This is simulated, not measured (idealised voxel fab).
voxel wiring stack: a process module
For reference, the cross-section in this document is cut, with width 195 nm and square cells of 5 nm.
A cross-section in this document is a grid of square cells, and it is written down as bands, the top band listed before the ones below it; a band is made up of one or more rows of cells. What a band's entry tells you: where the top is and where the bottom is, as heights in nm, and after that what lies inside, material by material from left to right, each with its width in nm. Empty space is written as the word "empty", and a single material marked with the word "throughout" occupies the band from edge to edge. Heights from 0 (as-received wafer is one material below). Bottom band endless downward, as "top 0, no bottom". Width "30->40": first value at the band's top row of cells, second value at its bottom row, equal change from row to row. The designation "identical to before", where it is given for a processing step, indicates that no cell of the cross-section was altered in the course of that step. "Entrapped void list" means: voids of 8 cells or more that are shut off from the top with no open way through. Written width x height at distance, distance from the left edge, in nm. Formally, on a step line, whatever follows the settings is a remark that the simulator itself makes on the step. "overlay nm", when on a step's line for a step with a mask, measures how far to the right of its planned place the mask lay; a negative measure means to the left.

Process steps - plan:
1 RECEIVE (material Si)
2 CONFORMAL_DEP (material SiO2; thk nm 15)
3 DIRECTIONAL_DEP (material TiN; thk nm 5)
4 DIRECTIONAL_DEP (material W; thk nm 15)
5 MASKED_ETCH (tone cover; mask id METAL_1; width nm 30; pitch nm 50; etch materials W; depth nm 15; overlay nm 0)
6 MASKED_ETCH (tone cover; mask id METAL_1; width nm 30; pitch nm 50; etch materials TiN; depth nm 5; overlay nm 0)
7 CONFORMAL_DEP (material SiN; thk nm 5)
8 FILL_DEP (material SiO2; thk nm 5)
9 CMP (height nm 35)
10 CONFORMAL_DEP (material SiCN; thk nm 5)
11 DIRECTIONAL_DEP (material SiO2; thk nm 10)
12 MASKED_ETCH (tone open; mask id PLUG_1; width nm 15; pitch nm 50; etch materials SiO2; depth nm 10; overlay nm 0)
13 MASKED_ETCH (tone open; mask id PLUG_1; width nm 15; pitch nm 50; etch materials SiCN; depth nm 5; overlay nm 0)
14 EPI (material Ru; thk nm 10)
15 EPI (material Ru; thk nm 5)
16 CONFORMAL_DEP (material SiN; thk nm 5)
17 DIRECTIONAL_DEP (material lowk; thk nm 20)
18 DIRECTIONAL_DEP (material aC; thk nm 15)
19 PATTERN (tone open; mask id METAL_2; material resist; width nm 30; pitch nm 50; thk nm 35; overlay nm 0)
20 DIRECTIONAL_ETCH (etch materials aC; depth nm 15)
21 STRIP (etch materials resist)
22 DIRECTIONAL_ETCH (etch materials lowk; depth nm 20)
23 DIRECTIONAL_ETCH (etch materials SiN; depth nm 5)
24 STRIP (etch materials aC)
25 CONFORMAL_DEP (material TiN; thk nm 5)
26 FILL_DEP (material Cu; thk nm 10)
27 CMP (height nm 75)
28 EPI (material Ru; thk nm 5)
29 FILL_DEP (material SiCN; thk nm 5)

The cross-section here shows the wafer as received, i.e. in its state after step 1:
* top 0, no bottom = Si throughout
* Entrapped void list: none

Here's the cross-section of the first of our two wafers at the end of the module - it ran as planned:
* top 85, bottom 80 = SiCN throughout
* top 80, bottom 75 = SiCN=25; Ru=40; SiCN=10; Ru=40; SiCN=10; Ru=40; SiCN=30
* top 75, bottom 55 = lowk=30; TiN=5; Cu=20; TiN=5; lowk=20; TiN=5; Cu=20; TiN=5; lowk=20; TiN=5; Cu=20; TiN=5; lowk=35
* top 55, bottom 50 = SiN=30; TiN=30; SiN=20; TiN=30; SiN=20; TiN=30; SiN=35
* top 50, bottom 40 = SiO2=30; Ru=15; SiO2=35; Ru=15; SiO2=35; Ru=15; SiO2=50
* top 40, bottom 35 = SiCN=30; Ru=15; SiCN=35; Ru=15; SiCN=35; Ru=15; SiCN=50
* top 35, bottom 20 = SiO2=25; SiN=5; W=30; SiN=5; SiO2=10; SiN=5; W=30; SiN=5; SiO2=10; SiN=5; W=30; SiN=5; SiO2=30
* top 20, bottom 15 = SiN=30; TiN=30; SiN=20; TiN=30; SiN=20; TiN=30; SiN=35
* top 15, bottom 0 = SiO2 throughout
* top 0, no bottom = Si throughout
* Entrapped void list: none

second wafer at the end: like start, like plan, one mistake:
* top 85, bottom 80 = SiCN throughout
* top 80, bottom 75 = SiCN=25; Ru=40; SiCN=10; Ru=40; SiCN=10; Ru=40; SiCN=30
* top 75, bottom 55 = lowk=30; TiN=5; Cu=20; TiN=5; lowk=20; TiN=5; Cu=20; TiN=5; lowk=20; TiN=5; Cu=20; TiN=5; lowk=35
* top 55, bottom 50 = SiN=30; TiN=30; SiN=20; TiN=30; SiN=20; TiN=30; SiN=35
* top 50, bottom 40 = SiO2=30; Ru=15; SiO2=35; Ru=15; SiO2=35; Ru=15; SiO2=50
* top 40, bottom 35 = SiCN=30; Ru=15; SiCN=35; Ru=15; SiCN=35; Ru=15; SiCN=50
* top 35, bottom 25 = SiO2=30; SiN=5; W=25; SiN=5; SiO2=15; SiN=5; W=25; SiN=5; SiO2=15; SiN=5; W=25; SiN=5; SiO2=30
* top 25, bottom 20 = SiO2=25; SiN=10; W=25; SiN=5; SiO2=10; SiN=10; W=25; SiN=5; SiO2=10; SiN=10; W=25; SiN=5; SiO2=30
* top 20, bottom 15 = SiN=30; TiN=30; SiN=20; TiN=30; SiN=20; TiN=30; SiN=35
* top 15, bottom 0 = SiO2 throughout
* top 0, no bottom = Si throughout
* Entrapped void list: none
what went wrong: step 5 went in with a setting other than planned; the actual run was MASKED_ETCH (tone cover; mask id METAL_1; width nm 25; pitch nm 50; etch materials W; depth nm 15; overlay nm 0)
Final difference in cells, second wafer against first, listed per material as more or fewer: 3 more of SiN | 6 more of SiO2 | 9 fewer of W
